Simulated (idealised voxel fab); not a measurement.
process module | voxel self aligned vias
cross-section cut | 270 nm wide | cells 5 nm
A cross-section is a grid of square cells, given in bands from the top down. A band is one or more rows of cells.
Each band's line starts with the height of the band's top and of its bottom, in nm. Then come its materials from left to right, each with its width in nm. One material with "throughout" fills the band from edge to edge. "air" is empty space.
Height 0 is the level under which the wafer as received is all one material. The lowest band goes on downwards, as in "0 down".
A width such as "30 to 40" changes by the same amount from each row of cells to the next, from the band's top row to its bottom row.
"no change" after a step means that no cell of the cross-section changed.
closed voids: empty space of 8 cells or more with no open way to the top, each as width x height at its distance from the left edge, in nm
after a step's settings: what the simulator itself notes on the step
overlay nm, on a step with a mask: how far to the right of its planned place the mask lay; to the left if negative
plan
1 op RECEIVE | material Si
2 op CONFORMAL_DEP | material SiO2 | thk nm 15
3 op CONFORMAL_DEP | material SiCN | thk nm 5
4 op DIRECTIONAL_DEP | material lowk | thk nm 30
5 op DIRECTIONAL_DEP | material aC | thk nm 10
6 op PATTERN | tone open | mask id LINES | material resist | width nm 20 | pitch nm 50 | thk nm 30 | overlay nm 0
7 op DIRECTIONAL_ETCH | etch materials aC | depth nm 10
8 op STRIP | etch materials resist
9 op DIRECTIONAL_ETCH | etch materials lowk | depth nm 30
10 op STRIP | etch materials aC
11 op CONFORMAL_DEP | material TiN | thk nm 5
12 op FILL_DEP | material Ru | thk nm 10
13 op CMP | height nm 50
14 op SELECTIVE_ETCH | etch materials W Ru TiN | depth nm 10
15 op FILL_DEP | material SiN | thk nm 5
16 op CMP | height nm 50
17 op DIRECTIONAL_DEP | material lowk | thk nm 20
18 op DIRECTIONAL_DEP | material aC | thk nm 15
19 op PATTERN | tone open | mask id VIAS | material resist | width nm 30 | pitch nm 50 | thk nm 35 | overlay nm 0
20 op DIRECTIONAL_ETCH | etch materials aC | depth nm 15
21 op STRIP | etch materials resist
22 op DIRECTIONAL_ETCH | etch materials lowk | depth nm 20
23 op DIRECTIONAL_ETCH | etch materials SiN | depth nm 10
24 op STRIP | etch materials aC
25 op CONFORMAL_DEP | material TiN | thk nm 5
26 op FILL_DEP | material W | thk nm 10
27 op CMP | height nm 70
28 op CONFORMAL_DEP | material SiN | thk nm 5
as received, after step 1
  0 down: Si throughout
  closed voids: none
first wafer at the end, as planned
  75 to 70: SiN throughout
  70 to 55: lowk 95 | TiN 5 | W 20 | TiN 5 | lowk 20 | TiN 5 | W 20 | TiN 5 | lowk 95
  55 to 45: lowk 95 to 100 | TiN 10 to 5 | W 10 | TiN 10 to 5 | lowk 20 to 30 | TiN 10 to 5 | W 10 | TiN 10 to 5 | lowk 95 to 100
  45 to 40: lowk 100 | TiN 20 | lowk 30 | TiN 20 | lowk 100
  40 to 25: lowk 100 | TiN 5 | Ru 10 | TiN 5 | lowk 30 | TiN 5 | Ru 10 | TiN 5 | lowk 100
  25 to 20: lowk 100 | TiN 20 | lowk 30 | TiN 20 | lowk 100
  20 to 15: SiCN throughout
  15 to 0: SiO2 throughout
  0 down: Si throughout
  closed voids: none
second wafer at the end: like start, like plan, one mistake
  75 to 70: SiN throughout
  70 to 55: lowk 95 | TiN 5 | W 20 | TiN 5 | lowk 20 | TiN 5 | W 20 | TiN 5 | lowk 95
  55 to 45: lowk 95 to 105 | TiN 15 to 5 | W 10 | TiN 5 | lowk 20 to 30 | TiN 15 to 5 | W 10 | TiN 5 | lowk 95
  45 to 40: lowk 105 | TiN 20 | lowk 30 | TiN 20 | lowk 95
  40 to 25: lowk 105 | TiN 5 | Ru 10 | TiN 5 | lowk 30 | TiN 5 | Ru 10 | TiN 5 | lowk 95
  25 to 20: lowk 105 | TiN 20 | lowk 30 | TiN 20 | lowk 95
  20 to 15: SiCN throughout
  15 to 0: SiO2 throughout
  0 down: Si throughout
  closed voids: none
what went wrong: step 6 ran as: op PATTERN | tone open | mask id LINES | material resist | width nm 20 | pitch nm 50 | thk nm 30 | overlay nm 5
at the end the second wafer has, in cells: as many of each material as the first, in other places
